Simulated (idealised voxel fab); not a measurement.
The following is a process module called voxel self aligned vias.
Cross-section cut: width 235 nm, square cells of 5 nm.
Think of the cross-section as a grid of square cells. We describe it in bands, top to bottom, and each band covers one or more rows of those cells. Within each band entry, the heights of the top and of the bottom of the band appear first, in that order and in nm; the materials of the band then follow from left to right, each with its corresponding width in nm. The designation "edge to edge" on a single material indicates that it fills the band from edge to edge; the designation "blank" indicates empty space. Heights are measured from 0, the level below which the as-received wafer is all one material; the lowest band has no bottom and continues downward, written as in "top 0, no bottom". So if you see something like "30->40" for the width, read it as the top row of the band sitting at the first number and the bottom row at the second, with every row in between moving by the same amount as the last. It should be understood that the words "no modification", when stated for a given step, signify that the cross-section underwent no change in any of its cells during that step. In the "Enclosed internal voids" entry, you get each enclosed empty space of 8 cells or more, one with no open way to the top, written width x height at distance, distance from the left edge, in nm. It should be noted that, on the line of a given step, the content following the step's settings is a remark produced by the simulator itself with respect to that step. Steps that use a mask can have "overlay nm" on their line. It says how far the mask sat to the right of where it was meant to be. Negative means to the left.
Process steps (planned)
1: RECEIVE, material Si
2: CONFORMAL_DEP, material SiO2, thk nm 10
3: CONFORMAL_DEP, material SiCN, thk nm 5
4: DIRECTIONAL_DEP, material lowk, thk nm 20
5: MASKED_ETCH, tone open, mask id LINES, width nm 30, pitch nm 70, etch materials lowk, depth nm 20, overlay nm -15
6: CONFORMAL_DEP, material TiN, thk nm 5
7: FILL_DEP, material W, thk nm 10
8: CMP, height nm 35
9: SELECTIVE_ETCH, etch materials W Ru TiN, depth nm 5
10: FILL_DEP, material SiN, thk nm 5
11: CMP, height nm 35
12: DIRECTIONAL_DEP, material lowk, thk nm 15
13: PATTERN, tone open, mask id VIAS, material resist, width nm 50, thk nm 20, overlay nm 0
14: DIRECTIONAL_ETCH, etch materials lowk, depth nm 15
15: DIRECTIONAL_ETCH, etch materials SiN, depth nm 5
16: STRIP, etch materials resist
17: CONFORMAL_DEP, material TiN, thk nm 5
18: FILL_DEP, material Cu, thk nm 5
19: CMP, height nm 50
20: CONFORMAL_DEP, material SiCN, thk nm 5
For clarity, it should be stated that the wafers under discussion commence in an identical condition and differ with respect to the overlay nm of step 5, the plan indicating the value that the first wafer had.
Cross-section: the first of several wafers in its as-received state, i.e. following step 1
* top 0, no bottom: Si edge to edge
* Enclosed internal voids: none
Basically each wafer gets a line in the table, showing it at the end of the module: material by material, the cells it gained (+) or lost (-) since we got it, then its closed voids
overlay nm -15; +19 Cu; +94 SiCN; +7 SiN; +94 SiO2; +36 TiN; +16 W; +251 lowk; Enclosed internal voids: none
overlay nm -10; +20 Cu; +94 SiCN; +6 SiN; +94 SiO2; +36 TiN; +16 W; +251 lowk; Enclosed internal voids: none
overlay nm -5; +20 Cu; +94 SiCN; +6 SiN; +94 SiO2; +36 TiN; +16 W; +251 lowk; Enclosed internal voids: none
overlay nm 0; +20 Cu; +94 SiCN; +6 SiN; +94 SiO2; +36 TiN; +16 W; +251 lowk; Enclosed internal voids: none
overlay nm 5; +20 Cu; +94 SiCN; +6 SiN; +94 SiO2; +36 TiN; +16 W; +251 lowk; Enclosed internal voids: none
overlay nm 10; +20 Cu; +94 SiCN; +6 SiN; +94 SiO2; +36 TiN; +16 W; +251 lowk; Enclosed internal voids: none
overlay nm 15; +19 Cu; +94 SiCN; +7 SiN; +94 SiO2; +36 TiN; +16 W; +251 lowk; Enclosed internal voids: none
